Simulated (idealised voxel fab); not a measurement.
process module | voxel transistor to metal
cross-section cut | 150 nm wide | cells 5 nm
A cross-section is a grid of square cells, given in bands from the top down. A band is one or more rows of cells.
Each band's line starts with the height of the band's top and of its bottom, in nm. Then come its materials from left to right, each with its width in nm. One material with "throughout" fills the band from edge to edge. "air" is empty space.
Height 0 is the level under which the wafer as received is all one material. The lowest band goes on downwards, as in "0 down".
A width such as "30 to 40" changes by the same amount from each row of cells to the next, from the band's top row to its bottom row.
"no change" after a step means that no cell of the cross-section changed.
closed voids: empty space of 8 cells or more with no open way to the top, each as width x height at its distance from the left edge, in nm
after a step's settings: what the simulator itself notes on the step
overlay nm, on a step with a mask: how far to the right of its planned place the mask lay; to the left if negative
plan
1 op RECEIVE | material Si
2 op OXIDIZE | depth nm 5
3 op CONFORMAL_DEP | material SiN | thk nm 10
4 op MASKED_ETCH | tone cover | mask id ACTIVE | width nm 110 | etch materials SiN | depth nm 10 | overlay nm 0
5 op MASKED_ETCH | tone cover | mask id ACTIVE | width nm 110 | etch materials SiO2 | depth nm 5 | overlay nm 0
6 op MASKED_ETCH | tone cover | mask id ACTIVE | width nm 110 | etch materials Si | depth nm 30 | overlay nm 0
7 op OXIDIZE | depth nm 5
8 op FILL_DEP | material SiO2 | thk nm 10
9 op CMP | height nm 10
10 op SELECTIVE_ETCH | etch materials SiO2 | depth nm 5
11 op STRIP | etch materials SiN
12 op SELECTIVE_ETCH | etch materials SiO2 | depth nm 5
13 op OXIDIZE | depth nm 5
14 op DIRECTIONAL_DEP | material polySi | thk nm 25
15 op DIRECTIONAL_DEP | material SiCN | thk nm 10
16 op PATTERN | tone cover | mask id GATE | material resist | width nm 30 | thk nm 20 | overlay nm 0
17 op DIRECTIONAL_ETCH | etch materials SiCN | depth nm 20
18 op DIRECTIONAL_ETCH | etch materials polySi | depth nm 35
19 op STRIP | etch materials resist
20 op CONFORMAL_DEP | material SiN | thk nm 10
21 op DIRECTIONAL_ETCH | etch materials SiN | depth nm 10
22 op DIRECTIONAL_ETCH | etch materials SiO2 | depth nm 5
23 op EPI | material SiGe | thk nm 5
24 op FILL_DEP | material SiO2 | thk nm 5
25 op CMP | height nm 20
26 op STRIP | etch materials polySi
27 op SELECTIVE_ETCH | etch materials SiO2 | depth nm 5
28 op CONFORMAL_DEP | material HfO2 | thk nm 5
29 op CONFORMAL_DEP | material TiN | thk nm 5
30 op FILL_DEP | material W | thk nm 10
31 op CMP | height nm 15
32 op DIRECTIONAL_DEP | material SiO2 | thk nm 10
33 op MASKED_ETCH | tone open | mask id CONTACT | width nm 20 | pitch nm 80 | etch materials SiO2 | depth nm 30 | overlay nm 0
34 op CONFORMAL_DEP | material TiN | thk nm 5
35 op FILL_DEP | material W | thk nm 10
36 op CMP | height nm 25
37 op DIRECTIONAL_DEP | material TiN | thk nm 5
38 op DIRECTIONAL_DEP | material W | thk nm 20
39 op DIRECTIONAL_DEP | material aC | thk nm 15
40 op PATTERN | tone cover | mask id METAL_1 | material resist | width nm 20 | pitch nm 80 | thk nm 35 | overlay nm 0
41 op DIRECTIONAL_ETCH | etch materials aC | depth nm 15
42 op STRIP | etch materials resist
43 op DIRECTIONAL_ETCH | etch materials W | depth nm 20
44 op DIRECTIONAL_ETCH | etch materials TiN | depth nm 5
45 op STRIP | etch materials aC
46 op CONFORMAL_DEP | material SiN | thk nm 5
47 op FILL_DEP | material lowk | thk nm 10
48 op CMP | height nm 50
49 op CONFORMAL_DEP | material SiN | thk nm 5
as received, after step 1
  0 down: Si throughout
  closed voids: none
first wafer at the end, as planned
  55 to 50: SiN throughout
  50 to 30: lowk 20 | SiN 5 | W 20 | SiN 5 | lowk 50 | SiN 5 | W 20 | SiN 5 | lowk 20
  30 to 25: SiN 25 | TiN 20 | SiN 60 | TiN 20 | SiN 25
  25 to 15: SiO2 25 | TiN 5 | W 10 | TiN 5 | SiO2 60 | TiN 5 | W 10 | TiN 5 | SiO2 25
  15 to 0: SiO2 25 | TiN 5 | W 10 | TiN 5 | SiO2 5 | SiN 10 | HfO2 5 | TiN 5 | W 10 | TiN 5 | HfO2 5 | SiN 10 | SiO2 5 | TiN 5 | W 10 | TiN 5 | SiO2 25
  0 to -5: SiO2 15 | SiN 10 | TiN 20 | SiO2 5 | SiN 10 | HfO2 5 | TiN 20 | HfO2 5 | SiN 10 | SiO2 5 | TiN 20 | SiN 10 | SiO2 15
  -5 to -10: SiO2 25 | SiGe 25 | SiO2 5 | HfO2 40 | SiO2 5 | SiGe 25 | SiO2 25
  -10 to -40: SiO2 25 | Si 100 | SiO2 25
  -40 down: Si throughout
  closed voids: none
second wafer at the end: like start, like plan, one mistake
  55 to 50: SiN throughout
  50 to 30: lowk 20 | SiN 5 | W 20 | SiN 5 | lowk 50 | SiN 5 | W 20 | SiN 5 | lowk 20
  30 to 25: SiN 25 | TiN 20 | SiN 60 | TiN 20 | SiN 25
  25 to 20: W 20 | TiN 5 | SiO2 20 | TiN 5 | W 50 | TiN 5 | SiO2 20 | TiN 5 | W 20
  20 to 15: W 20 | TiN 5 | SiO2 20 | TiN 60 | SiO2 20 | TiN 5 | W 20
  15 to 5: W 20 | TiN 5 | SiO2 20 | TiN 5 | SiN 10 | HfO2 5 | TiN 5 | W 10 | TiN 5 | HfO2 5 | SiN 10 | TiN 5 | SiO2 20 | TiN 5 | W 20
  5 to 0: W 10 | TiN 15 | SiO2 20 | TiN 5 | SiN 10 | HfO2 5 | TiN 5 | W 10 | TiN 5 | HfO2 5 | SiN 10 | TiN 5 | SiO2 20 | TiN 15 | W 10
  0 to -5: TiN 15 | SiN 10 | SiO2 20 | TiN 5 | SiN 10 | HfO2 5 | TiN 20 | HfO2 5 | SiN 10 | TiN 5 | SiO2 20 | SiN 10 | TiN 15
  -5 to -10: SiO2 25 | SiGe 25 | SiO2 5 | HfO2 40 | SiO2 5 | SiGe 25 | SiO2 25
  -10 to -40: SiO2 25 | Si 100 | SiO2 25
  -40 down: Si throughout
  closed voids: none
what went wrong: step 33 ran as: op MASKED_ETCH | tone cover | mask id CONTACT | width nm 20 | pitch nm 80 | etch materials SiO2 | depth nm 30 | overlay nm 0
at the end the second wafer has, in cells: 40 fewer of SiO2 | 14 more of TiN | 26 more of W
